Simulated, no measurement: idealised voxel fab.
The process module that follows is named voxel air gaps.
The width of the displayed cross-section, cut, is 185 nm; its cells are square, with a size of 5 nm.
The cross-sections in this document take the form of a grid made of square cells. They are written out as bands, in order from top to bottom. Each band consists of one or more rows of cells. Quick guide to a band line: top height, bottom height (nm) up front; then every material left to right with its width in nm. Only one material and it's marked "everywhere"? Then it fills the band edge to edge. And "air" just means empty space. Counting heights begins at 0, where everything beneath is, in the wafer as received, one material. The lowest band has no bottom; it goes on downwards, as "top 0, no bottom" shows. So if you see something like "30 to 40" for the width, read it as the top row of the band sitting at the first number and the bottom row at the second, with every row in between moving by the same amount as the last. Key: "stayed the same" - step with no changed cell in the cross-section. Empty spaces without an open route to the top, at least 8 cells in extent, make up the entry "Sealed void list"; each is given as width x height at distance, where the distance is measured from the left edge, and all are in nm. On each step's line, the part that comes after the settings is the simulator's own comment on the step. On any step carrying a mask, the "overlay nm" setting, if present on the step's line, tells how far right of its planned place the mask lay; negative values point to the left.
Below is the list of planned process steps
1: RECEIVE | material Si
2: CONFORMAL_DEP | material SiO2 | thk nm 10
3: CONFORMAL_DEP | material SiCN | thk nm 5
4: DIRECTIONAL_DEP | material SiO2 | thk nm 30
5: PATTERN | tone open | mask id LINES | material resist | width nm 20 | pitch nm 50 | thk nm 20 | overlay nm 0
6: DIRECTIONAL_ETCH | etch materials SiO2 | depth nm 30
7: STRIP | etch materials resist
8: CONFORMAL_DEP | material TiN | thk nm 5
9: FILL_DEP | material Cu | thk nm 5
10: CMP | height nm 45
11: EPI | material Ru | thk nm 10
12: SELECTIVE_ETCH | etch materials SiO2 | depth nm 40
13: CONFORMAL_DEP | material SiCN | thk nm 5
As-received wafer cross-section (after step 1)
	top 0, no bottom | Si everywhere
	Sealed void list: none
What the wafer looks like in cross-section after this module, when it starts as shown above and follows the plan above but one mistake is made in running it
	top 60, bottom 55 | air 20, then SiCN 45, then air 5, then SiCN 45, then air 5, then SiCN 45, then air 20
	top 55, bottom 45 | air 20, then SiCN 5, then Ru 35, then SiCN 5, then air 5, then SiCN 5, then Ru 35, then SiCN 5, then air 5, then SiCN 5, then Ru 35, then SiCN 5, then air 20
	top 45, bottom 40 | air 20, then SiCN 15, then TiN 5, then Cu 5, then TiN 5, then SiCN 15, then air 5, then SiCN 15, then TiN 5, then Cu 5, then TiN 5, then SiCN 15, then air 5, then SiCN 15, then TiN 5, then Cu 5, then TiN 5, then SiCN 15, then air 20
	top 40, bottom 20 | air 30, then SiCN 5, then TiN 5, then Cu 5, then TiN 5, then SiCN 5, then air 25, then SiCN 5, then TiN 5, then Cu 5, then TiN 5, then SiCN 5, then air 25, then SiCN 5, then TiN 5, then Cu 5, then TiN 5, then SiCN 5, then air 30
	top 20, bottom 15 | SiCN 35, then TiN 15, then SiCN 35, then TiN 15, then SiCN 35, then TiN 15, then SiCN 35
	top 15, bottom 10 | SiCN everywhere
	top 10, bottom 0 | SiO2 everywhere
	top 0, no bottom | Si everywhere
	Sealed void list: none
Processing error: not per plan at step 5, really ran PATTERN | tone open | mask id LINES | material resist | width nm 15 | pitch nm 50 | thk nm 20 | overlay nm 0
